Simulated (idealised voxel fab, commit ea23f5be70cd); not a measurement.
voxel self aligned vias: a process module
Cross-section cut spans 150 nm and uses square cells 5 nm in size.
In this document a cross-section is written as a grid of square cells. It is given as a series of bands, listed from the top down, and a band is one or more rows of cells.
What a band's entry tells you: where the top is and where the bottom is, as heights in nm, and after that what lies inside, material by material from left to right, each with its width in nm. Empty space is written as the word "empty", and a single material marked with the word "edge to edge" occupies the band from edge to edge.
Measure heights from 0. That's the level where, below it, the as-received wafer is all one material. The lowest band is bottomless and extends downward; write it as in "0 down".
A width given as "30..40" starts at the first number in the band's top row and ends at the second number in its bottom row, shifting by an equal amount at every step from row to row.
Where the words "everything unchanged" appear for a step, the cross-section shows no cell changed by that step; every cell remained as before.
"Closed cavities" means: voids of 8 cells or more that are shut off from the top with no open way through. Written width x height at distance, distance from the left edge, in nm.
Text after the settings on a step's line: the simulator's own remark on that step.
For masked steps, "overlay nm" on the step line gives how far right of plan the mask actually lay; a minus sign means it lay to the left.
The steps planned for the process are as follows
| 1 | RECEIVE,material Si |
| 2 | CONFORMAL_DEP,material SiO2,thk nm 15 |
| 3 | CONFORMAL_DEP,material SiCN,thk nm 5 |
| 4 | DIRECTIONAL_DEP,material SiO2,thk nm 30 |
| 5 | PATTERN,tone open,mask id LINES,material resist,width nm 25,pitch nm 65,thk nm 15,overlay nm 0 |
| 6 | DIRECTIONAL_ETCH,etch materials SiO2,depth nm 30 |
| 7 | STRIP,etch materials resist |
| 8 | CONFORMAL_DEP,material TiN,thk nm 5 |
| 9 | FILL_DEP,material W,thk nm 5 |
| 10 | CMP,height nm 50 |
| 11 | SELECTIVE_ETCH,etch materials W Ru TiN,depth nm 5 |
| 12 | FILL_DEP,material SiN,thk nm 10 |
| 13 | CMP,height nm 50 |
| 14 | DIRECTIONAL_DEP,material SiO2,thk nm 15 |
| 15 | DIRECTIONAL_DEP,material aC,thk nm 10 |
| 16 | PATTERN,tone open,mask id VIAS,material resist,width nm 45,thk nm 30,overlay nm 0 |
| 17 | DIRECTIONAL_ETCH,etch materials aC,depth nm 10 |
| 18 | STRIP,etch materials resist |
| 19 | DIRECTIONAL_ETCH,etch materials SiO2,depth nm 15 |
| 20 | DIRECTIONAL_ETCH,etch materials SiN,depth nm 5 |
| 21 | STRIP,etch materials aC |
| 22 | CONFORMAL_DEP,material TiN,thk nm 5 |
| 23 | FILL_DEP,material Cu,thk nm 5 |
| 24 | CMP,height nm 65 |
| 25 | CONFORMAL_DEP,material SiN,thk nm 5 |
Cross-section of the wafer at receipt, which is the condition after step 1
0 down = Si edge to edge
Closed cavities: none
a wafer at the end: this start, this plan, one mistake
70 to 65 = SiN edge to edge
65 to 55 = SiO2 25  TiN 5  Cu 35  TiN 5  SiO2 80
55 to 50 = SiO2 25  TiN 10  Cu 15  TiN 20  SiO2 80
50 to 45 = SiO2 30  TiN 25  SiO2 40  SiN 25  SiO2 30
45 to 25 = SiO2 30  TiN 5  W 15  TiN 5  SiO2 40  TiN 5  W 15  TiN 5  SiO2 30
25 to 20 = SiO2 30  TiN 25  SiO2 40  TiN 25  SiO2 30
20 to 15 = SiCN edge to edge
15 to 0 = SiO2 edge to edge
0 down = Si edge to edge
Closed cavities: none
Finding, execution versus plan: step 16 was run on a setting that differed from the plan, and what really ran there is PATTERN,tone open,mask id VIAS,material resist,width nm 45,thk nm 30,overlay nm 5
